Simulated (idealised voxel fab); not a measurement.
process module | voxel transistor to metal
cross-section cut | 295 nm wide | cells 5 nm
A cross-section is a grid of square cells, given in bands from the top down. A band is one or more rows of cells.
Each band's line starts with the height of the band's top and of its bottom, in nm. Then come its materials from left to right, each with its width in nm. One material with "throughout" fills the band from edge to edge. "air" is empty space.
Height 0 is the level under which the wafer as received is all one material. The lowest band goes on downwards, as in "0 down".
A width such as "30 to 40" changes by the same amount from each row of cells to the next, from the band's top row to its bottom row.
"no change" after a step means that no cell of the cross-section changed.
closed voids: empty space of 8 cells or more with no open way to the top, each as width x height at its distance from the left edge, in nm
after a step's settings: what the simulator itself notes on the step
overlay nm, on a step with a mask: how far to the right of its planned place the mask lay; to the left if negative
plan
1 op RECEIVE | material Si
2 op CONFORMAL_DEP | material SiO2 | thk nm 5
3 op CONFORMAL_DEP | material SiN | thk nm 10
4 op MASKED_ETCH | tone cover | mask id ACTIVE | width nm 115 | pitch nm 145 | etch materials SiN | depth nm 10 | overlay nm 0
5 op MASKED_ETCH | tone cover | mask id ACTIVE | width nm 115 | pitch nm 145 | etch materials SiO2 | depth nm 5 | overlay nm 0
6 op MASKED_ETCH | tone cover | mask id ACTIVE | width nm 115 | pitch nm 145 | etch materials Si | depth nm 30 | overlay nm 0
7 op OXIDIZE | depth nm 5
8 op FILL_DEP | material SiO2 | thk nm 5
9 op CMP | height nm 15
10 op SELECTIVE_ETCH | etch materials SiO2 | depth nm 10
11 op STRIP | etch materials SiN
12 op SELECTIVE_ETCH | etch materials SiO2 | depth nm 5
13 op OXIDIZE | depth nm 5
14 op DIRECTIONAL_DEP | material polySi | thk nm 25
15 op DIRECTIONAL_DEP | material SiCN | thk nm 15
16 op PATTERN | tone cover | mask id GATE | material resist | width nm 35 | pitch nm 145 | thk nm 15 | overlay nm 0
17 op DIRECTIONAL_ETCH | etch materials SiCN | depth nm 25
18 op DIRECTIONAL_ETCH | etch materials polySi | depth nm 35
19 op STRIP | etch materials resist
20 op CONFORMAL_DEP | material SiO2 | thk nm 5
21 op DIRECTIONAL_ETCH | etch materials SiO2 | depth nm 5
22 op CONFORMAL_DEP | material SiN | thk nm 5
23 op DIRECTIONAL_ETCH | etch materials SiN | depth nm 5
24 op DIRECTIONAL_ETCH | etch materials SiO2 | depth nm 5
25 op EPI | material pSi | thk nm 5
26 op FILL_DEP | material SiO2 | thk nm 10
27 op CMP | height nm 25
28 op STRIP | etch materials polySi
29 op SELECTIVE_ETCH | etch materials SiO2 | depth nm 5
30 op CONFORMAL_DEP | material HfO2 | thk nm 5
31 op CONFORMAL_DEP | material TiN | thk nm 5
32 op FILL_DEP | material W | thk nm 10
33 op CMP | height nm 20
34 op DIRECTIONAL_DEP | material SiO2 | thk nm 15
35 op PATTERN | tone open | mask id CONTACT | material resist | width nm 15 | thk nm 15 | overlay nm 0
36 op DIRECTIONAL_ETCH | etch materials SiO2 | depth nm 35
37 op STRIP | etch materials resist
38 op CONFORMAL_DEP | material TiN | thk nm 5
39 op FILL_DEP | material W | thk nm 5
40 op CMP | height nm 35
41 op CONFORMAL_DEP | material SiN | thk nm 5
42 op DIRECTIONAL_DEP | material lowk | thk nm 15
43 op MASKED_ETCH | tone open | mask id METAL_1 | width nm 15 | etch materials lowk | depth nm 15 | overlay nm 0
44 op MASKED_ETCH | tone open | mask id METAL_1 | width nm 15 | etch materials SiN | depth nm 5 | overlay nm 0
45 op CONFORMAL_DEP | material TiN | thk nm 5
46 op FILL_DEP | material Ru | thk nm 5
47 op CMP | height nm 55
48 op EPI | material Ru | thk nm 5
49 op FILL_DEP | material SiCN | thk nm 5
50 op DIRECTIONAL_DEP | material SiO2 | thk nm 35
51 op MASKED_ETCH | tone open | mask id METAL_2 | width nm 15 | pitch nm 145 | etch materials SiO2 | depth nm 20 | overlay nm 0
52 op PATTERN | tone open | mask id METAL_2_HOLES | material resist | width nm 15 | pitch nm 145 | thk nm 15 | overlay nm 0
53 op DIRECTIONAL_ETCH | etch materials SiO2 | depth nm 15
54 op DIRECTIONAL_ETCH | etch materials SiCN | depth nm 5
55 op STRIP | etch materials resist
56 op CONFORMAL_DEP | material TiN | thk nm 5
57 op FILL_DEP | material Cu | thk nm 10
58 op CMP | height nm 100
59 op CONFORMAL_DEP | material SiCN | thk nm 5
first wafer, as planned
as received, after step 1
  0 down: Si throughout
  closed voids: none
after step 2
  5 to 0: SiO2 throughout
  below 0: unchanged
after step 3
  15 to 5: SiN throughout
  below 5: unchanged
after step 4
  15 to 5: air 15 | SiN 115 | air 30 | SiN 115 | air 20
  below 5: unchanged
after step 5
  15 to 5: air 15 | SiN 115 | air 30 | SiN 115 | air 20
  5 to 0: air 15 | SiO2 115 | air 30 | SiO2 115 | air 20
  below 0: unchanged
after step 6
  15 to 5: air 15 | SiN 115 | air 30 | SiN 115 | air 20
  5 to 0: air 15 | SiO2 115 | air 30 | SiO2 115 | air 20
  0 to -30: air 15 | Si 115 | air 30 | Si 115 | air 20
  below -30: unchanged
after step 7
  15 to 5: air 15 | SiN 115 | air 30 | SiN 115 | air 20
  5 to 0: air 15 | SiO2 115 | air 30 | SiO2 115 | air 20
  0 to -30: air 15 | SiO2 5 | Si 105 | SiO2 5 | air 30 | SiO2 5 | Si 105 | SiO2 5 | air 20
  -30 to -35: SiO2 20 | Si 105 | SiO2 40 | Si 105 | SiO2 25
  below -35: unchanged
after step 8
  20 to 15: SiO2 throughout
  15 to 5: SiO2 15 | SiN 115 | SiO2 30 | SiN 115 | SiO2 20
  5 to 0: SiO2 throughout
  0 to -35: SiO2 20 | Si 105 | SiO2 40 | Si 105 | SiO2 25
  below -35: unchanged
after step 9
  15 to 5: SiO2 15 | SiN 115 | SiO2 30 | SiN 115 | SiO2 20
  below 5: unchanged
after step 10
  15 to 5: air 15 | SiN 115 | air 30 | SiN 115 | air 20
  below 5: unchanged
after step 11
  5 to 0: SiO2 throughout
  below 0: unchanged
after step 12
  0 to -35: SiO2 20 | Si 105 | SiO2 40 | Si 105 | SiO2 25
  below -35: unchanged
after step 13
  0 to -5: SiO2 throughout
  below -5: unchanged
after step 14
  25 to 0: polySi throughout
  below 0: unchanged
after step 15
  40 to 25: SiCN throughout
  below 25: unchanged
after step 16
  55 to 40: air 55 | resist 35 | air 110 | resist 35 | air 60
  below 40: unchanged
after step 17
  55 to 40: air 55 | resist 35 | air 110 | resist 35 | air 60
  40 to 25: air 55 | SiCN 35 | air 110 | SiCN 35 | air 60
  below 25: unchanged
after step 18
  55 to 40: air 55 | resist 35 | air 110 | resist 35 | air 60
  40 to 25: air 55 | SiCN 35 | air 110 | SiCN 35 | air 60
  25 to 0: air 55 | polySi 35 | air 110 | polySi 35 | air 60
  below 0: unchanged
after step 19
  40 to 25: air 55 | SiCN 35 | air 110 | SiCN 35 | air 60
  below 25: unchanged
after step 20
  45 to 40: air 50 | SiO2 45 | air 100 | SiO2 45 | air 55
  40 to 25: air 50 | SiO2 5 | SiCN 35 | SiO2 5 | air 100 | SiO2 5 | SiCN 35 | SiO2 5 | air 55
  25 to 5: air 50 | SiO2 5 | polySi 35 | SiO2 5 | air 100 | SiO2 5 | polySi 35 | SiO2 5 | air 55
  5 to 0: SiO2 55 | polySi 35 | SiO2 110 | polySi 35 | SiO2 60
  below 0: unchanged
after step 21
  40 to 25: air 50 | SiO2 5 | SiCN 35 | SiO2 5 | air 100 | SiO2 5 | SiCN 35 | SiO2 5 | air 55
  25 to 0: air 50 | SiO2 5 | polySi 35 | SiO2 5 | air 100 | SiO2 5 | polySi 35 | SiO2 5 | air 55
  below 0: unchanged
after step 22
  45 to 40: air 45 | SiN 55 | air 90 | SiN 55 | air 50
  40 to 25: air 45 | SiN 5 | SiO2 5 | SiCN 35 | SiO2 5 | SiN 5 | air 90 | SiN 5 | SiO2 5 | SiCN 35 | SiO2 5 | SiN 5 | air 50
  25 to 5: air 45 | SiN 5 | SiO2 5 | polySi 35 | SiO2 5 | SiN 5 | air 90 | SiN 5 | SiO2 5 | polySi 35 | SiO2 5 | SiN 5 | air 50
  5 to 0: SiN 50 | SiO2 5 | polySi 35 | SiO2 5 | SiN 100 | SiO2 5 | polySi 35 | SiO2 5 | SiN 55
  below 0: unchanged
after step 23
  40 to 25: air 45 | SiN 5 | SiO2 5 | SiCN 35 | SiO2 5 | SiN 5 | air 90 | SiN 5 | SiO2 5 | SiCN 35 | SiO2 5 | SiN 5 | air 50
  25 to 0: air 45 | SiN 5 | SiO2 5 | polySi 35 | SiO2 5 | SiN 5 | air 90 | SiN 5 | SiO2 5 | polySi 35 | SiO2 5 | SiN 5 | air 50
  below 0: unchanged
after step 24
  40 to 35: air 45 | SiN 5 | air 5 | SiCN 35 | air 5 | SiN 5 | air 90 | SiN 5 | air 5 | SiCN 35 | air 5 | SiN 5 | air 50
  35 to 25: air 45 | SiN 5 | SiO2 5 | SiCN 35 | SiO2 5 | SiN 5 | air 90 | SiN 5 | SiO2 5 | SiCN 35 | SiO2 5 | SiN 5 | air 50
  25 to 0: air 45 | SiN 5 | SiO2 5 | polySi 35 | SiO2 5 | SiN 5 | air 90 | SiN 5 | SiO2 5 | polySi 35 | SiO2 5 | SiN 5 | air 50
  0 to -5: air 45 | SiO2 55 | air 90 | SiO2 55 | air 50
  below -5: unchanged
after step 25
  40 to 35: air 45 | SiN 5 | air 5 | SiCN 35 | air 5 | SiN 5 | air 90 | SiN 5 | air 5 | SiCN 35 | air 5 | SiN 5 | air 50
  35 to 25: air 45 | SiN 5 | SiO2 5 | SiCN 35 | SiO2 5 | SiN 5 | air 90 | SiN 5 | SiO2 5 | SiCN 35 | SiO2 5 | SiN 5 | air 50
  25 to 0: air 45 | SiN 5 | SiO2 5 | polySi 35 | SiO2 5 | SiN 5 | air 90 | SiN 5 | SiO2 5 | polySi 35 | SiO2 5 | SiN 5 | air 50
  0 to -5: air 15 | pSi 30 | SiO2 55 | pSi 30 | air 30 | pSi 30 | SiO2 55 | pSi 30 | air 20
  below -5: unchanged
after step 26
  50 to 40: SiO2 throughout
  40 to 25: SiO2 45 | SiN 5 | SiO2 5 | SiCN 35 | SiO2 5 | SiN 5 | SiO2 90 | SiN 5 | SiO2 5 | SiCN 35 | SiO2 5 | SiN 5 | SiO2 50
  25 to 0: SiO2 45 | SiN 5 | SiO2 5 | polySi 35 | SiO2 5 | SiN 5 | SiO2 90 | SiN 5 | SiO2 5 | polySi 35 | SiO2 5 | SiN 5 | SiO2 50
  0 to -5: SiO2 15 | pSi 30 | SiO2 55 | pSi 30 | SiO2 30 | pSi 30 | SiO2 55 | pSi 30 | SiO2 20
  below -5: unchanged
after step 27
  25 to 0: SiO2 45 | SiN 5 | SiO2 5 | polySi 35 | SiO2 5 | SiN 5 | SiO2 90 | SiN 5 | SiO2 5 | polySi 35 | SiO2 5 | SiN 5 | SiO2 50
  below 0: unchanged
after step 28
  25 to 0: SiO2 45 | SiN 5 | SiO2 5 | air 35 | SiO2 5 | SiN 5 | SiO2 90 | SiN 5 | SiO2 5 | air 35 | SiO2 5 | SiN 5 | SiO2 50
  below 0: unchanged
after step 29
  25 to 20: air 45 | SiN 5 | air 45 | SiN 5 | air 90 | SiN 5 | air 45 | SiN 5 | air 50
  20 to 0: SiO2 45 | SiN 5 | air 45 | SiN 5 | SiO2 90 | SiN 5 | air 45 | SiN 5 | SiO2 50
  0 to -5: SiO2 15 | pSi 30 | SiO2 5 | air 45 | SiO2 5 | pSi 30 | SiO2 30 | pSi 30 | SiO2 5 | air 45 | SiO2 5 | pSi 30 | SiO2 20
  below -5: unchanged
after step 30
  30 to 25: air 40 | HfO2 15 | air 35 | HfO2 15 | air 80 | HfO2 15 | air 35 | HfO2 15 | air 45
  25 to 20: HfO2 45 | SiN 5 | HfO2 5 | air 35 | HfO2 5 | SiN 5 | HfO2 90 | SiN 5 | HfO2 5 | air 35 | HfO2 5 | SiN 5 | HfO2 50
  20 to 0: SiO2 45 | SiN 5 | HfO2 5 | air 35 | HfO2 5 | SiN 5 | SiO2 90 | SiN 5 | HfO2 5 | air 35 | HfO2 5 | SiN 5 | SiO2 50
  0 to -5: SiO2 15 | pSi 30 | SiO2 5 | HfO2 45 | SiO2 5 | pSi 30 | SiO2 30 | pSi 30 | SiO2 5 | HfO2 45 | SiO2 5 | pSi 30 | SiO2 20
  below -5: unchanged
after step 31
  35 to 30: air 35 | TiN 25 | air 25 | TiN 25 | air 70 | TiN 25 | air 25 | TiN 25 | air 40
  30 to 25: TiN 40 | HfO2 15 | TiN 5 | air 25 | TiN 5 | HfO2 15 | TiN 80 | HfO2 15 | TiN 5 | air 25 | TiN 5 | HfO2 15 | TiN 45
  25 to 20: HfO2 45 | SiN 5 | HfO2 5 | TiN 5 | air 25 | TiN 5 | HfO2 5 | SiN 5 | HfO2 90 | SiN 5 | HfO2 5 | TiN 5 | air 25 | TiN 5 | HfO2 5 | SiN 5 | HfO2 50
  20 to 5: SiO2 45 | SiN 5 | HfO2 5 | TiN 5 | air 25 | TiN 5 | HfO2 5 | SiN 5 | SiO2 90 | SiN 5 | HfO2 5 | TiN 5 | air 25 | TiN 5 | HfO2 5 | SiN 5 | SiO2 50
  5 to 0: SiO2 45 | SiN 5 | HfO2 5 | TiN 35 | HfO2 5 | SiN 5 | SiO2 90 | SiN 5 | HfO2 5 | TiN 35 | HfO2 5 | SiN 5 | SiO2 50
  below 0: unchanged
after step 32
  45 to 35: W throughout
  35 to 30: W 35 | TiN 25 | W 25 | TiN 25 | W 70 | TiN 25 | W 25 | TiN 25 | W 40
  30 to 25: TiN 40 | HfO2 15 | TiN 5 | W 25 | TiN 5 | HfO2 15 | TiN 80 | HfO2 15 | TiN 5 | W 25 | TiN 5 | HfO2 15 | TiN 45
  25 to 20: HfO2 45 | SiN 5 | HfO2 5 | TiN 5 | W 25 | TiN 5 | HfO2 5 | SiN 5 | HfO2 90 | SiN 5 | HfO2 5 | TiN 5 | W 25 | TiN 5 | HfO2 5 | SiN 5 | HfO2 50
  20 to 5: SiO2 45 | SiN 5 | HfO2 5 | TiN 5 | W 25 | TiN 5 | HfO2 5 | SiN 5 | SiO2 90 | SiN 5 | HfO2 5 | TiN 5 | W 25 | TiN 5 | HfO2 5 | SiN 5 | SiO2 50
  below 5: unchanged
after step 33
  20 to 5: SiO2 45 | SiN 5 | HfO2 5 | TiN 5 | W 25 | TiN 5 | HfO2 5 | SiN 5 | SiO2 90 | SiN 5 | HfO2 5 | TiN 5 | W 25 | TiN 5 | HfO2 5 | SiN 5 | SiO2 50
  below 5: unchanged
after step 34
  35 to 20: SiO2 throughout
  below 20: unchanged
after step 35
  50 to 35: resist 20 | air 15 | resist 75 | air 15 | resist 40 | air 15 | resist 75 | air 15 | resist 25
  below 35: unchanged
after step 36
  50 to 35: resist 20 | air 15 | resist 75 | air 15 | resist 40 | air 15 | resist 75 | air 15 | resist 25
  35 to 20: SiO2 20 | air 15 | SiO2 75 | air 15 | SiO2 40 | air 15 | SiO2 75 | air 15 | SiO2 25
  20 to 5: SiO2 20 | air 15 | SiO2 10 | SiN 5 | HfO2 5 | TiN 5 | W 25 | TiN 5 | HfO2 5 | SiN 5 | SiO2 10 | air 15 | SiO2 40 | air 15 | SiO2 10 | SiN 5 | HfO2 5 | TiN 5 | W 25 | TiN 5 | HfO2 5 | SiN 5 | SiO2 10 | air 15 | SiO2 25
  5 to 0: SiO2 20 | air 15 | SiO2 10 | SiN 5 | HfO2 5 | TiN 35 | HfO2 5 | SiN 5 | SiO2 10 | air 15 | SiO2 40 | air 15 | SiO2 10 | SiN 5 | HfO2 5 | TiN 35 | HfO2 5 | SiN 5 | SiO2 10 | air 15 | SiO2 25
  below 0: unchanged
after step 37
  35 to 20: SiO2 20 | air 15 | SiO2 75 | air 15 | SiO2 40 | air 15 | SiO2 75 | air 15 | SiO2 25
  below 20: unchanged
after step 38
  40 to 35: TiN 25 | air 5 | TiN 85 | air 5 | TiN 50 | air 5 | TiN 85 | air 5 | TiN 30
  35 to 20: SiO2 20 | TiN 5 | air 5 | TiN 5 | SiO2 75 | TiN 5 | air 5 | TiN 5 | SiO2 40 | TiN 5 | air 5 | TiN 5 | SiO2 75 | TiN 5 | air 5 | TiN 5 | SiO2 25
  20 to 5: SiO2 20 | TiN 5 | air 5 | TiN 5 | SiO2 10 | SiN 5 | HfO2 5 | TiN 5 | W 25 | TiN 5 | HfO2 5 | SiN 5 | SiO2 10 | TiN 5 | air 5 | TiN 5 | SiO2 40 | TiN 5 | air 5 | TiN 5 | SiO2 10 | SiN 5 | HfO2 5 | TiN 5 | W 25 | TiN 5 | HfO2 5 | SiN 5 | SiO2 10 | TiN 5 | air 5 | TiN 5 | SiO2 25
  5 to 0: SiO2 20 | TiN 15 | SiO2 10 | SiN 5 | HfO2 5 | TiN 35 | HfO2 5 | SiN 5 | SiO2 10 | TiN 15 | SiO2 40 | TiN 15 | SiO2 10 | SiN 5 | HfO2 5 | TiN 35 | HfO2 5 | SiN 5 | SiO2 10 | TiN 15 | SiO2 25
  below 0: unchanged
after step 39
  45 to 40: W throughout
  40 to 35: TiN 25 | W 5 | TiN 85 | W 5 | TiN 50 | W 5 | TiN 85 | W 5 | TiN 30
  35 to 20: SiO2 20 | TiN 5 | W 5 | TiN 5 | SiO2 75 | TiN 5 | W 5 | TiN 5 | SiO2 40 | TiN 5 | W 5 | TiN 5 | SiO2 75 | TiN 5 | W 5 | TiN 5 | SiO2 25
  20 to 5: SiO2 20 | TiN 5 | W 5 | TiN 5 | SiO2 10 | SiN 5 | HfO2 5 | TiN 5 | W 25 | TiN 5 | HfO2 5 | SiN 5 | SiO2 10 | TiN 5 | W 5 | TiN 5 | SiO2 40 | TiN 5 | W 5 | TiN 5 | SiO2 10 | SiN 5 | HfO2 5 | TiN 5 | W 25 | TiN 5 | HfO2 5 | SiN 5 | SiO2 10 | TiN 5 | W 5 | TiN 5 | SiO2 25
  below 5: unchanged
after step 40
  35 to 20: SiO2 20 | TiN 5 | W 5 | TiN 5 | SiO2 75 | TiN 5 | W 5 | TiN 5 | SiO2 40 | TiN 5 | W 5 | TiN 5 | SiO2 75 | TiN 5 | W 5 | TiN 5 | SiO2 25
  below 20: unchanged
after step 41
  40 to 35: SiN throughout
  below 35: unchanged
after step 42
  55 to 40: lowk throughout
  below 40: unchanged
after step 43
  55 to 40: lowk 20 | air 15 | lowk 75 | air 15 | lowk 40 | air 15 | lowk 75 | air 15 | lowk 25
  below 40: unchanged
after step 44
  55 to 40: lowk 20 | air 15 | lowk 75 | air 15 | lowk 40 | air 15 | lowk 75 | air 15 | lowk 25
  40 to 35: SiN 20 | air 15 | SiN 75 | air 15 | SiN 40 | air 15 | SiN 75 | air 15 | SiN 25
  below 35: unchanged
after step 45
  60 to 55: TiN 25 | air 5 | TiN 85 | air 5 | TiN 50 | air 5 | TiN 85 | air 5 | TiN 30
  55 to 40: lowk 20 | TiN 5 | air 5 | TiN 5 | lowk 75 | TiN 5 | air 5 | TiN 5 | lowk 40 | TiN 5 | air 5 | TiN 5 | lowk 75 | TiN 5 | air 5 | TiN 5 | lowk 25
  40 to 35: SiN 20 | TiN 15 | SiN 75 | TiN 15 | SiN 40 | TiN 15 | SiN 75 | TiN 15 | SiN 25
  below 35: unchanged
after step 46
  65 to 60: Ru throughout
  60 to 55: TiN 25 | Ru 5 | TiN 85 | Ru 5 | TiN 50 | Ru 5 | TiN 85 | Ru 5 | TiN 30
  55 to 40: lowk 20 | TiN 5 | Ru 5 | TiN 5 | lowk 75 | TiN 5 | Ru 5 | TiN 5 | lowk 40 | TiN 5 | Ru 5 | TiN 5 | lowk 75 | TiN 5 | Ru 5 | TiN 5 | lowk 25
  below 40: unchanged
after step 47
  55 to 40: lowk 20 | TiN 5 | Ru 5 | TiN 5 | lowk 75 | TiN 5 | Ru 5 | TiN 5 | lowk 40 | TiN 5 | Ru 5 | TiN 5 | lowk 75 | TiN 5 | Ru 5 | TiN 5 | lowk 25
  below 40: unchanged
after step 48
  60 to 55: air 15 | Ru 25 | air 65 | Ru 25 | air 30 | Ru 25 | air 65 | Ru 25 | air 20
  below 55: unchanged
after step 49
  65 to 60: SiCN throughout
  60 to 55: SiCN 15 | Ru 25 | SiCN 65 | Ru 25 | SiCN 30 | Ru 25 | SiCN 65 | Ru 25 | SiCN 20
  below 55: unchanged
after step 50
  100 to 65: SiO2 throughout
  below 65: unchanged
after step 51
  100 to 80: SiO2 20 | air 15 | SiO2 130 | air 15 | SiO2 115
  below 80: unchanged
after step 52
  115 to 100: resist 20 | air 15 | resist 130 | air 15 | resist 115
  below 100: unchanged
after step 53
  115 to 100: resist 20 | air 15 | resist 130 | air 15 | resist 115
  100 to 65: SiO2 20 | air 15 | SiO2 130 | air 15 | SiO2 115
  below 65: unchanged
after step 54
  115 to 100: resist 20 | air 15 | resist 130 | air 15 | resist 115
  100 to 65: SiO2 20 | air 15 | SiO2 130 | air 15 | SiO2 115
  65 to 60: SiCN 20 | air 15 | SiCN 130 | air 15 | SiCN 115
  below 60: unchanged
after step 55
  100 to 65: SiO2 20 | air 15 | SiO2 130 | air 15 | SiO2 115
  below 65: unchanged
after step 56
  105 to 100: TiN 25 | air 5 | TiN 140 | air 5 | TiN 120
  100 to 65: SiO2 20 | TiN 5 | air 5 | TiN 5 | SiO2 130 | TiN 5 | air 5 | TiN 5 | SiO2 115
  65 to 60: SiCN 20 | TiN 15 | SiCN 130 | TiN 15 | SiCN 115
  below 60: unchanged
after step 57
  115 to 105: Cu throughout
  105 to 100: TiN 25 | Cu 5 | TiN 140 | Cu 5 | TiN 120
  100 to 65: SiO2 20 | TiN 5 | Cu 5 | TiN 5 | SiO2 130 | TiN 5 | Cu 5 | TiN 5 | SiO2 115
  below 65: unchanged
after step 58
  100 to 65: SiO2 20 | TiN 5 | Cu 5 | TiN 5 | SiO2 130 | TiN 5 | Cu 5 | TiN 5 | SiO2 115
  below 65: unchanged
after step 59
  105 to 100: SiCN throughout
  below 100: unchanged
second wafer: like start, like plan, one mistake. Through step 42 it matches the first wafer
when step 43 should have ended
  55 to 40: air 20 | lowk 15 | air 75 | lowk 15 | air 40 | lowk 15 | air 75 | lowk 15 | air 25
  below 40: unchanged
when step 44 should have ended: no change
when step 45 should have ended
  60 to 55: air 15 | TiN 25 | air 65 | TiN 25 | air 30 | TiN 25 | air 65 | TiN 25 | air 20
  55 to 45: air 15 | TiN 5 | lowk 15 | TiN 5 | air 65 | TiN 5 | lowk 15 | TiN 5 | air 30 | TiN 5 | lowk 15 | TiN 5 | air 65 | TiN 5 | lowk 15 | TiN 5 | air 20
  45 to 40: TiN 20 | lowk 15 | TiN 75 | lowk 15 | TiN 40 | lowk 15 | TiN 75 | lowk 15 | TiN 25
  below 40: unchanged
when step 46 should have ended
  65 to 60: Ru throughout
  60 to 55: Ru 15 | TiN 25 | Ru 65 | TiN 25 | Ru 30 | TiN 25 | Ru 65 | TiN 25 | Ru 20
  55 to 45: Ru 15 | TiN 5 | lowk 15 | TiN 5 | Ru 65 | TiN 5 | lowk 15 | TiN 5 | Ru 30 | TiN 5 | lowk 15 | TiN 5 | Ru 65 | TiN 5 | lowk 15 | TiN 5 | Ru 20
  below 45: unchanged
when step 47 should have ended
  55 to 45: Ru 15 | TiN 5 | lowk 15 | TiN 5 | Ru 65 | TiN 5 | lowk 15 | TiN 5 | Ru 30 | TiN 5 | lowk 15 | TiN 5 | Ru 65 | TiN 5 | lowk 15 | TiN 5 | Ru 20
  below 45: unchanged
when step 48 should have ended
  60 to 55: Ru 25 | air 5 | Ru 85 | air 5 | Ru 50 | air 5 | Ru 85 | air 5 | Ru 30
  below 55: unchanged
when step 49 should have ended
  65 to 60: SiCN throughout
  60 to 55: Ru 25 | SiCN 5 | Ru 85 | SiCN 5 | Ru 50 | SiCN 5 | Ru 85 | SiCN 5 | Ru 30
  below 55: unchanged
when step 50 should have ended
  100 to 65: SiO2 throughout
  below 65: unchanged
when step 51 should have ended
  100 to 80: SiO2 20 | air 15 | SiO2 130 | air 15 | SiO2 115
  below 80: unchanged
when step 52 should have ended
  115 to 100: resist 20 | air 15 | resist 130 | air 15 | resist 115
  below 100: unchanged
when step 53 should have ended
  115 to 100: resist 20 | air 15 | resist 130 | air 15 | resist 115
  100 to 65: SiO2 20 | air 15 | SiO2 130 | air 15 | SiO2 115
  below 65: unchanged
when step 54 should have ended
  115 to 100: resist 20 | air 15 | resist 130 | air 15 | resist 115
  100 to 65: SiO2 20 | air 15 | SiO2 130 | air 15 | SiO2 115
  65 to 60: SiCN 20 | air 15 | SiCN 130 | air 15 | SiCN 115
  below 60: unchanged
when step 55 should have ended
  100 to 65: SiO2 20 | air 15 | SiO2 130 | air 15 | SiO2 115
  below 65: unchanged
when step 56 should have ended
  105 to 100: TiN 25 | air 5 | TiN 140 | air 5 | TiN 120
  100 to 65: SiO2 20 | TiN 5 | air 5 | TiN 5 | SiO2 130 | TiN 5 | air 5 | TiN 5 | SiO2 115
  65 to 60: SiCN 20 | TiN 15 | SiCN 130 | TiN 15 | SiCN 115
  below 60: unchanged
when step 57 should have ended
  115 to 105: Cu throughout
  105 to 100: TiN 25 | Cu 5 | TiN 140 | Cu 5 | TiN 120
  100 to 65: SiO2 20 | TiN 5 | Cu 5 | TiN 5 | SiO2 130 | TiN 5 | Cu 5 | TiN 5 | SiO2 115
  below 65: unchanged
when step 58 should have ended
  100 to 65: SiO2 20 | TiN 5 | Cu 5 | TiN 5 | SiO2 130 | TiN 5 | Cu 5 | TiN 5 | SiO2 115
  below 65: unchanged
when step 59 should have ended
  105 to 100: SiCN throughout
  below 100: unchanged
what went wrong: step 43 ran as: op MASKED_ETCH | tone cover | mask id METAL_1 | width nm 15 | etch materials lowk | depth nm 15 | overlay nm 0
at the end the second wafer has, in cells: 101 more of Ru | 35 fewer of SiCN | 12 more of SiN | 27 more of TiN | 105 fewer of lowk
